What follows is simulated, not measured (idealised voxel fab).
process module | voxel capacitor over wiring
cross-section cut | 215 nm wide | cells 5 nm
A cross-section is a grid of square cells, given in bands from the top down. A band is one or more rows of cells.
Each band's line starts with the height of the band's top and of its bottom, in nm. Then come its materials from left to right, each with its width in nm. One material with "throughout" fills the band from edge to edge. "air" is empty space.
Height 0 is the level under which the wafer as received is all one material. The lowest band goes on downwards, as in "0 down".
A width such as "30 to 40" changes by the same amount from each row of cells to the next, from the band's top row to its bottom row.
"no change" after a step means that no cell of the cross-section changed.
closed voids: empty space of 8 cells or more with no open way to the top, each as width x height at its distance from the left edge, in nm
after a step's settings: what the simulator itself notes on the step
overlay nm, on a step with a mask: how far to the right of its planned place the mask lay; to the left if negative
plan
1 op RECEIVE | material Si
2 op CONFORMAL_DEP | material SiO2 | thk nm 15
3 op CONFORMAL_DEP | material SiN | thk nm 5
4 op DIRECTIONAL_DEP | material lowk | thk nm 25
5 op DIRECTIONAL_DEP | material aC | thk nm 10
6 op PATTERN | tone open | mask id METAL_1 | material resist | width nm 25 | pitch nm 75 | thk nm 30 | overlay nm 0
7 op DIRECTIONAL_ETCH | etch materials aC | depth nm 10
8 op STRIP | etch materials resist
9 op DIRECTIONAL_ETCH | etch materials lowk | depth nm 25
10 op DIRECTIONAL_ETCH | etch materials SiN | depth nm 5
11 op STRIP | etch materials aC
12 op CONFORMAL_DEP | material TiN | thk nm 5
13 op FILL_DEP | material W | thk nm 10
14 op CMP | height nm 45
15 op EPI | material Ru | thk nm 5
16 op FILL_DEP | material SiCN | thk nm 5
17 op DIRECTIONAL_DEP | material SiO2 | thk nm 20
18 op PATTERN | tone open | mask id PLUG_1 | material resist | width nm 15 | thk nm 20 | overlay nm 0
19 op DIRECTIONAL_ETCH | etch materials SiO2 | depth nm 20
20 op DIRECTIONAL_ETCH | etch materials SiCN | depth nm 5
21 op STRIP | etch materials resist
22 op CONFORMAL_DEP | material TiN | thk nm 5
23 op FILL_DEP | material Cu | thk nm 5
24 op CMP | height nm 75
25 op DIRECTIONAL_DEP | material TiN | thk nm 10
26 op DIRECTIONAL_DEP | material HfO2 | thk nm 5
27 op DIRECTIONAL_DEP | material TiN | thk nm 10
28 op MASKED_ETCH | tone cover | mask id UPPER_PLATE | width nm 55 | etch materials TiN | depth nm 10 | overlay nm 0
29 op MASKED_ETCH | tone cover | mask id UPPER_PLATE | width nm 55 | etch materials HfO2 | depth nm 5 | overlay nm 0
30 op PATTERN | tone cover | mask id LOWER_PLATE | material resist | width nm 55 | thk nm 20 | overlay nm 0
31 op DIRECTIONAL_ETCH | etch materials TiN | depth nm 10
32 op STRIP | etch materials resist
33 op FILL_DEP | material SiO2 | thk nm 15
34 op CMP | height nm 110
35 op MASKED_ETCH | tone open | mask id PLUG_2 | width nm 15 | etch materials SiO2 | depth nm 10 | overlay nm 0
36 op CONFORMAL_DEP | material TiN | thk nm 5
37 op FILL_DEP | material Ru | thk nm 10
38 op CMP | height nm 110
39 op CONFORMAL_DEP | material SiN | thk nm 5
varied across the wafers: width nm of step 30. The plan shows the first wafer's value. All wafers start alike
first wafer as received, after step 1
  0 down: Si throughout
  closed voids: none
each wafer at the end: cells of each material gained (+) or lost (-) since it was received, then its closed voids
width nm 55 | +4 Cu | +11 HfO2 | +15 Ru | +69 SiCN | +76 SiN | +529 SiO2 | +90 TiN | +30 W | +165 lowk | closed voids: none
width nm 60 | +4 Cu | +11 HfO2 | +15 Ru | +69 SiCN | +76 SiN | +527 SiO2 | +92 TiN | +30 W | +165 lowk | closed voids: none
width nm 65 | +4 Cu | +11 HfO2 | +15 Ru | +69 SiCN | +76 SiN | +525 SiO2 | +94 TiN | +30 W | +165 lowk | closed voids: none
width nm 70 | +4 Cu | +11 HfO2 | +15 Ru | +69 SiCN | +76 SiN | +523 SiO2 | +96 TiN | +30 W | +165 lowk | closed voids: none
width nm 75 | +4 Cu | +11 HfO2 | +15 Ru | +69 SiCN | +76 SiN | +521 SiO2 | +98 TiN | +30 W | +165 lowk | closed voids: none
width nm 80 | +4 Cu | +11 HfO2 | +15 Ru | +69 SiCN | +76 SiN | +519 SiO2 | +100 TiN | +30 W | +165 lowk | closed voids: none
